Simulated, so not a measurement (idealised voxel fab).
Title: Process Module voxel wiring stack
FYI the section here is cut, 210 nm wide, cells are 5 nm squares.
This document writes a cross-section as a grid whose cells are square, and gives it as bands, listed from the top down; one or more rows of cells form a band. It is stipulated that each band's entry specify, in nanometres, the height of the top of the band and then that of its bottom, followed by the materials of the band in left-to-right sequence, each together with its width in nanometres. A single material marked by the word "all across" is understood to fill the band from edge to edge; the word "empty" is understood to denote empty space. Heights from 0 (as-received wafer is one material below). Bottom band endless downward, as "0 nm and below". Graded width ("30..40"): value in top row of band = first number; value in bottom row = second number; row-to-row change constant. "same as before" means the step left every cell of the cross-section as it was. Look at "Trapped voids" for the closed voids: empty spaces with no open path to the top, sized 8 cells or up. Each is width x height at distance, distance from the left edge, all nm. Read whatever lies past the settings on a step's line as the simulator's own remark about the step. overlay nm: mask right of planned place by this much (step with mask). Neg. = left.
The steps planned for the process are as follows:
| 1 | RECEIVE: material Si |
| 2 | CONFORMAL_DEP: material SiO2, thk nm 15 |
| 3 | CONFORMAL_DEP: material SiCN, thk nm 5 |
| 4 | DIRECTIONAL_DEP: material SiO2, thk nm 25 |
| 5 | PATTERN: tone open, mask id METAL_1, material resist, width nm 20, pitch nm 35, thk nm 20, overlay nm 0 |
| 6 | DIRECTIONAL_ETCH: etch materials SiO2, depth nm 25 |
| 7 | DIRECTIONAL_ETCH: etch materials SiCN, depth nm 5 |
| 8 | STRIP: etch materials resist |
| 9 | CONFORMAL_DEP: material TiN, thk nm 5 |
| 10 | FILL_DEP: material Cu, thk nm 5 |
| 11 | CMP: height nm 45 |
| 12 | CONFORMAL_DEP: material SiCN, thk nm 5 |
| 13 | DIRECTIONAL_DEP: material SiO2, thk nm 30 |
| 14 | DIRECTIONAL_DEP: material aC, thk nm 10 |
| 15 | PATTERN: tone open, mask id METAL_2_HOLES, material resist, width nm 15, pitch nm 35, thk nm 25, overlay nm 0 |
| 16 | DIRECTIONAL_ETCH: etch materials aC, depth nm 10 |
| 17 | STRIP: etch materials resist |
| 18 | DIRECTIONAL_ETCH: etch materials SiO2, depth nm 30 |
| 19 | STRIP: etch materials aC |
| 20 | DIRECTIONAL_DEP: material aC, thk nm 15 |
| 21 | PATTERN: tone open, mask id METAL_2, material resist, width nm 20, pitch nm 35, thk nm 30, overlay nm 0 |
| 22 | DIRECTIONAL_ETCH: etch materials aC, depth nm 15 |
| 23 | STRIP: etch materials resist |
| 24 | DIRECTIONAL_ETCH: etch materials SiO2, depth nm 20 |
| 25 | DIRECTIONAL_ETCH: etch materials SiCN, depth nm 5 |
| 26 | STRIP: etch materials aC |
| 27 | CONFORMAL_DEP: material TiN, thk nm 5 |
| 28 | FILL_DEP: material Cu, thk nm 10 |
| 29 | CMP: height nm 80 |
| 30 | CONFORMAL_DEP: material SiCN, thk nm 5 |
| 31 | DIRECTIONAL_DEP: material SiO2, thk nm 30 |
| 32 | MASKED_ETCH: tone open, mask id METAL_3_HOLES, width nm 15, pitch nm 70, etch materials SiO2, depth nm 30, overlay nm 0 |
| 33 | DIRECTIONAL_DEP: material aC, thk nm 15 |
| 34 | PATTERN: tone open, mask id METAL_3, material resist, width nm 20, pitch nm 35, thk nm 35, overlay nm 0 |
| 35 | DIRECTIONAL_ETCH: etch materials aC, depth nm 15 |
| 36 | STRIP: etch materials resist |
| 37 | DIRECTIONAL_ETCH: etch materials SiO2, depth nm 20 |
| 38 | DIRECTIONAL_ETCH: etch materials SiCN, depth nm 5 |
| 39 | STRIP: etch materials aC |
| 40 | CONFORMAL_DEP: material TiN, thk nm 5 |
| 41 | FILL_DEP: material Cu, thk nm 5 |
| 42 | CMP: height nm 115 |
| 43 | CONFORMAL_DEP: material SiCN, thk nm 5 |
Cross-section, incoming material, after step 1:
- 0 nm and below  Si all across
- Trapped voids: none
The first of two wafers, cross-sectioned at the end of the module, with the run proceeding as planned:
- 120 nm to 115 nm  SiCN all across
- 115 nm to 100 nm  SiO2: 40, then TiN: 5, then Cu: 10, then TiN: 5, then SiO2: 15, then TiN: 5, then Cu: 10, then TiN: 5, then SiO2: 15, then TiN: 5, then Cu: 10, then TiN: 5, then SiO2: 15, then TiN: 5, then Cu: 10, then TiN: 5, then SiO2: 45
- 100 nm to 95 nm  SiO2: 40, then TiN: 5, then Cu: 5, then TiN: 10, then SiO2: 15, then TiN: 20, then SiO2: 15, then TiN: 5, then Cu: 5, then TiN: 10, then SiO2: 15, then TiN: 20, then SiO2: 45
- 95 nm to 85 nm  SiO2: 40, then TiN: 5, then Cu: 5, then TiN: 5, then SiO2: 55, then TiN: 5, then Cu: 5, then TiN: 5, then SiO2: 85
- 85 nm to 80 nm  SiCN: 40, then TiN: 15, then SiCN: 55, then TiN: 15, then SiCN: 85
- 80 nm to 65 nm  SiO2: 40, then TiN: 5, then Cu: 10, then TiN: 5, then SiO2: 15, then TiN: 5, then Cu: 10, then TiN: 5, then SiO2: 15, then TiN: 5, then Cu: 10, then TiN: 5, then SiO2: 15, then TiN: 5, then Cu: 10, then TiN: 5, then SiO2: 45
- 65 nm to 60 nm  SiO2: 40, then TiN: 5, then Cu: 5, then TiN: 10, then SiO2: 15, then TiN: 5, then Cu: 5, then TiN: 10, then SiO2: 15, then TiN: 5, then Cu: 5, then TiN: 10, then SiO2: 15, then TiN: 5, then Cu: 5, then TiN: 10, then SiO2: 45
- 60 nm to 50 nm  SiO2: 40, then TiN: 5, then Cu: 5, then TiN: 5, then SiO2: 20, then TiN: 5, then Cu: 5, then TiN: 5, then SiO2: 20, then TiN: 5, then Cu: 5, then TiN: 5, then SiO2: 20, then TiN: 5, then Cu: 5, then TiN: 5, then SiO2: 50
- 50 nm to 45 nm  SiCN: 40, then TiN: 15, then SiCN: 20, then TiN: 15, then SiCN: 20, then TiN: 15, then SiCN: 20, then TiN: 15, then SiCN: 50
- 45 nm to 20 nm  SiO2: 40, then TiN: 5, then Cu: 10, then TiN: 5, then SiO2: 15, then TiN: 5, then Cu: 10, then TiN: 5, then SiO2: 15, then TiN: 5, then Cu: 10, then TiN: 5, then SiO2: 15, then TiN: 5, then Cu: 10, then TiN: 5, then SiO2: 45
- 20 nm to 15 nm  SiCN: 40, then TiN: 20, then SiCN: 15, then TiN: 20, then SiCN: 15, then TiN: 20, then SiCN: 15, then TiN: 20, then SiCN: 45
- 15 nm to 0 nm  SiO2 all across
- 0 nm and below  Si all across
- Trapped voids: none
Module end: cross-section of wafer two of two. Same start and process plan as the first wafer. One mistake during execution:
- 120 nm to 115 nm  SiCN all across
- 115 nm to 100 nm  SiO2: 40, then TiN: 5, then Cu: 10, then TiN: 5, then SiO2: 15, then TiN: 5, then Cu: 10, then TiN: 5, then SiO2: 15, then TiN: 5, then Cu: 10, then TiN: 5, then SiO2: 15, then TiN: 5, then Cu: 10, then TiN: 5, then SiO2: 45
- 100 nm to 95 nm  SiO2: 40, then TiN: 5, then Cu: 5, then TiN: 10, then SiO2: 15, then TiN: 20, then SiO2: 15, then TiN: 5, then Cu: 5, then TiN: 10, then SiO2: 15, then TiN: 20, then SiO2: 45
- 95 nm to 85 nm  SiO2: 40, then TiN: 5, then Cu: 5, then TiN: 5, then SiO2: 55, then TiN: 5, then Cu: 5, then TiN: 5, then SiO2: 85
- 85 nm to 80 nm  SiCN: 40, then TiN: 15, then SiCN: 55, then TiN: 15, then SiCN: 85
- 80 nm to 75 nm  SiCN: 40, then TiN: 20, then SiCN: 15, then TiN: 20, then SiCN: 15, then TiN: 20, then SiCN: 15, then TiN: 20, then SiCN: 45
- 75 nm to 45 nm  SiO2 all across
- 45 nm to 20 nm  SiO2: 40, then TiN: 5, then Cu: 10, then TiN: 5, then SiO2: 15, then TiN: 5, then Cu: 10, then TiN: 5, then SiO2: 15, then TiN: 5, then Cu: 10, then TiN: 5, then SiO2: 15, then TiN: 5, then Cu: 10, then TiN: 5, then SiO2: 45
- 20 nm to 15 nm  SiCN: 40, then TiN: 20, then SiCN: 15, then TiN: 20, then SiCN: 15, then TiN: 20, then SiCN: 15, then TiN: 20, then SiCN: 45
- 15 nm to 0 nm  SiO2 all across
- 0 nm and below  Si all across
- Trapped voids: none
Misprocessing identified: a sequencing error occurred in which plan steps 12 and 13 were transposed
Final wafer comparison in cells, second versus first, more or fewer per material: 36 fewer of Cu; 4 fewer of SiCN; 88 more of SiO2; 48 fewer of TiN
